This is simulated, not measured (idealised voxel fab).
process module | voxel transistor to metal
cross-section cut | 150 nm wide | cells 5 nm
A cross-section is a grid of square cells, given in bands from the top down. A band is one or more rows of cells.
Each band's line starts with the height of the band's top and of its bottom, in nm. Then come its materials from left to right, each with its width in nm. One material with "throughout" fills the band from edge to edge. "air" is empty space.
Height 0 is the level under which the wafer as received is all one material. The lowest band goes on downwards, as in "0 down".
A width such as "30 to 40" changes by the same amount from each row of cells to the next, from the band's top row to its bottom row.
"no change" after a step means that no cell of the cross-section changed.
closed voids: empty space of 8 cells or more with no open way to the top, each as width x height at its distance from the left edge, in nm
after a step's settings: what the simulator itself notes on the step
overlay nm, on a step with a mask: how far to the right of its planned place the mask lay; to the left if negative
plan
1 op RECEIVE | material Si
2 op OXIDIZE | depth nm 5
3 op CONFORMAL_DEP | material SiN | thk nm 15
4 op MASKED_ETCH | tone cover | mask id ACTIVE | width nm 105 | etch materials SiN | depth nm 15 | overlay nm 0
5 op MASKED_ETCH | tone cover | mask id ACTIVE | width nm 105 | etch materials SiO2 | depth nm 5 | overlay nm 0
6 op MASKED_ETCH | tone cover | mask id ACTIVE | width nm 105 | etch materials Si | depth nm 35 | overlay nm 0
7 op OXIDIZE | depth nm 5
8 op FILL_DEP | material SiO2 | thk nm 5
9 op CMP | height nm 15
10 op SELECTIVE_ETCH | etch materials SiO2 | depth nm 10
11 op STRIP | etch materials SiN
12 op SELECTIVE_ETCH | etch materials SiO2 | depth nm 5
13 op OXIDIZE | depth nm 5
14 op DIRECTIONAL_DEP | material polySi | thk nm 20
15 op DIRECTIONAL_DEP | material SiCN | thk nm 10
16 op MASKED_ETCH | tone cover | mask id GATE | width nm 25 | etch materials SiCN | depth nm 20 | overlay nm 0
17 op MASKED_ETCH | tone cover | mask id GATE | width nm 25 | etch materials polySi | depth nm 30 | overlay nm 0
18 op CONFORMAL_DEP | material SiN | thk nm 10
19 op DIRECTIONAL_ETCH | etch materials SiN | depth nm 10
20 op DIRECTIONAL_ETCH | etch materials SiO2 | depth nm 5
21 op DIRECTIONAL_ETCH | etch materials Si | depth nm 15
22 op EPI | material nSi | thk nm 15
23 op FILL_DEP | material SiO2 | thk nm 10
24 op CMP | height nm 25
25 op DIRECTIONAL_DEP | material SiO2 | thk nm 15
26 op PATTERN | tone open | mask id CONTACT | material resist | width nm 15 | pitch nm 80 | thk nm 15 | overlay nm 0
27 op DIRECTIONAL_ETCH | etch materials SiO2 | depth nm 50
28 op STRIP | etch materials resist
29 op CONFORMAL_DEP | material TiN | thk nm 5
30 op FILL_DEP | material W | thk nm 10
31 op CMP | height nm 40
32 op CONFORMAL_DEP | material SiN | thk nm 5
33 op DIRECTIONAL_DEP | material lowk | thk nm 25
34 op DIRECTIONAL_DEP | material aC | thk nm 10
35 op PATTERN | tone open | mask id METAL_1 | material resist | width nm 15 | pitch nm 80 | thk nm 25 | overlay nm 0
36 op DIRECTIONAL_ETCH | etch materials aC | depth nm 10
37 op STRIP | etch materials resist
38 op DIRECTIONAL_ETCH | etch materials lowk | depth nm 25
39 op DIRECTIONAL_ETCH | etch materials SiN | depth nm 5
40 op STRIP | etch materials aC
41 op CONFORMAL_DEP | material TiN | thk nm 5
42 op FILL_DEP | material Cu | thk nm 5
43 op CMP | height nm 70
44 op CONFORMAL_DEP | material SiN | thk nm 5
as received, after step 1
  0 down: Si throughout
  closed voids: none
a wafer at the end: this start, this plan, one mistake
  75 to 70: SiN throughout
  70 to 45: lowk 25 | TiN 5 | Cu 5 | TiN 5 | lowk 65 | TiN 5 | Cu 5 | TiN 5 | lowk 30
  45 to 40: SiN 25 | TiN 15 | SiN 65 | TiN 15 | SiN 30
  40 to 25: SiO2 25 | TiN 5 | W 5 | TiN 5 | SiO2 65 | TiN 5 | W 5 | TiN 5 | SiO2 30
  25 to 15: SiO2 25 | TiN 5 | W 5 | TiN 5 | SiO2 10 | SiN 10 | SiCN 25 | SiN 10 | SiO2 10 | TiN 5 | W 5 | TiN 5 | SiO2 30
  15 to 10: SiO2 25 | TiN 5 | W 5 | TiN 5 | SiN 10 | polySi 35 | SiN 10 | SiO2 10 | TiN 5 | W 5 | TiN 5 | SiO2 30
  10 to 5: SiO2 25 | TiN 15 | SiN 10 | polySi 35 | SiN 10 | SiO2 10 | TiN 15 | SiO2 30
  5 to 0: SiO2 25 | nSi 15 | SiN 10 | polySi 35 | SiN 10 | nSi 15 | TiN 10 | SiO2 30
  0 to -5: SiO2 15 | SiN 10 | nSi 15 | SiN 10 | polySi 35 | SiN 10 | nSi 15 | TiN 10 | SiN 10 | SiO2 20
  -5 to -10: SiO2 25 | nSi 15 | SiO2 55 | nSi 15 | TiN 10 | SiO2 30
  -10 to -25: SiO2 25 | nSi 15 | Si 55 | nSi 25 | SiO2 30
  -25 to -45: SiO2 25 | Si 95 | SiO2 30
  -45 down: Si throughout
  closed voids: none
what went wrong: step 17 ran as: op MASKED_ETCH | tone cover | mask id GATE | width nm 25 | etch materials polySi | depth nm 30 | overlay nm -10
